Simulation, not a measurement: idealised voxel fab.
Title: Process Module voxel quadruple lines
We display cut, a cross-section 220 nm in width whose square cells are each 5 nm.
In what follows, cross-sections appear as grids of square cells, described through bands that run from the top down, where every band is one or more rows of cells.
It is stipulated that each band's entry specify, in nanometres, the height of the top of the band and then that of its bottom, followed by the materials of the band in left-to-right sequence, each together with its width in nanometres. A single material marked by the word "everywhere" is understood to fill the band from edge to edge; the word "blank" is understood to denote empty space.
We count height from 0. Below that, the starting wafer is all one material. The lowest band never ends at the bottom but goes on down; see "0 down" for how that is written.
Width: "30 to 40" (first number = top row, second number = bottom row, same change from row to row of cells).
Step marked "no change"? Then no cell in the cross-section changed in it.
The entry titled "Sealed void inventory" provides the empty spaces that have no open way to the top, restricted to those of 8 cells or more. Each is presented as width x height at distance, the distance being measured from the left edge, with all three in nm.
Step line, after settings: the simulator's comment on this step.
For masked steps, "overlay nm" on the step line gives how far right of plan the mask actually lay; a minus sign means it lay to the left.

## Steps planned for the process
step 1: RECEIVE [material Si]
step 2: CONFORMAL_DEP [material SiO2] [thk nm 5]
step 3: DIRECTIONAL_DEP [material W] [thk nm 15]
step 4: DIRECTIONAL_DEP [material polySi] [thk nm 20]
step 5: DIRECTIONAL_DEP [material aC] [thk nm 20]
step 6: PATTERN [tone cover] [mask id MANDREL] [material resist] [width nm 25] [thk nm 30] [overlay nm 0]
step 7: DIRECTIONAL_ETCH [etch materials aC] [depth nm 20]
step 8: STRIP [etch materials resist]
step 9: CONFORMAL_DEP [material SiO2] [thk nm 15]
step 10: DIRECTIONAL_ETCH [etch materials SiO2] [depth nm 15]
step 11: STRIP [etch materials aC]
step 12: DIRECTIONAL_ETCH [etch materials polySi] [depth nm 20]
step 13: STRIP [etch materials SiO2]
step 14: CONFORMAL_DEP [material SiCN] [thk nm 5]
step 15: DIRECTIONAL_ETCH [etch materials SiCN] [depth nm 5]
step 16: STRIP [etch materials polySi]
step 17: DIRECTIONAL_ETCH [etch materials W] [depth nm 15]
step 18: STRIP [etch materials SiCN]
step 19: FILL_DEP [material lowk] [thk nm 10]
step 20: CMP [height nm 20]
Don't read the plan's thk nm for step 2 as applying to every wafer: that's the first wafer's value, and the wafers differ in it, though they all start identical.

## After step 1, as received: first of several wafers, cross-section
> 0 down = Si everywhere
> Sealed void inventory: none

## The following table contains a row per wafer, in which are reported, at the conclusion of the module, the cells of each material gained (+) or lost (-) since the wafer's receipt, with its closed voids given thereafter
thk nm 5, +44 SiO2, +12 W, +120 lowk, Sealed void inventory: none
thk nm 10, +88 SiO2, +8 W, +80 lowk, Sealed void inventory: none
thk nm 15, +132 SiO2, +4 W, +40 lowk, Sealed void inventory: none
thk nm 20, +176 SiO2, Sealed void inventory: none
